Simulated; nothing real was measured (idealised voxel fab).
process module | voxel released beams
cross-section cut | 195 nm wide | cells 5 nm
A cross-section is a grid of square cells, given in bands from the top down. A band is one or more rows of cells.
Each band's line starts with the height of the band's top and of its bottom, in nm. Then come its materials from left to right, each with its width in nm. One material with "throughout" fills the band from edge to edge. "air" is empty space.
Height 0 is the level under which the wafer as received is all one material. The lowest band goes on downwards, as in "0 down".
A width such as "30 to 40" changes by the same amount from each row of cells to the next, from the band's top row to its bottom row.
"no change" after a step means that no cell of the cross-section changed.
closed voids: empty space of 8 cells or more with no open way to the top, each as width x height at its distance from the left edge, in nm
after a step's settings: what the simulator itself notes on the step
overlay nm, on a step with a mask: how far to the right of its planned place the mask lay; to the left if negative
plan
1 op RECEIVE | material Si
2 op CONFORMAL_DEP | material SiN | thk nm 10
3 op DIRECTIONAL_DEP | material SiO2 | thk nm 10
4 op DIRECTIONAL_DEP | material aC | thk nm 10
5 op PATTERN | tone open | mask id ANCHOR | material resist | width nm 45 | thk nm 25 | overlay nm 0
6 op DIRECTIONAL_ETCH | etch materials aC | depth nm 10
7 op STRIP | etch materials resist
8 op DIRECTIONAL_ETCH | etch materials SiO2 | depth nm 10
9 op STRIP | etch materials aC
10 op CONFORMAL_DEP | material polySi | thk nm 15
11 op DIRECTIONAL_DEP | material aC | thk nm 15
12 op PATTERN | tone cover | mask id BEAM | material resist | width nm 100 | thk nm 30 | overlay nm 0
13 op DIRECTIONAL_ETCH | etch materials aC | depth nm 15
14 op STRIP | etch materials resist
15 op DIRECTIONAL_ETCH | etch materials polySi | depth nm 15
16 op STRIP | etch materials aC
17 op STRIP | etch materials SiO2
as received, after step 1
  0 down: Si throughout
  closed voids: none
a wafer at the end: this start, this plan, one mistake
  35 to 25: air 45 | polySi 15 | air 25 | polySi 60 | air 50
  25 to 20: air 45 | polySi 100 | air 50
  20 to 10: air 45 | polySi 55 | air 95
  10 to 0: SiN throughout
  0 down: Si throughout
  closed voids: none
what went wrong: step 5 ran as: op PATTERN | tone open | mask id ANCHOR | material resist | width nm 55 | thk nm 25 | overlay nm 0
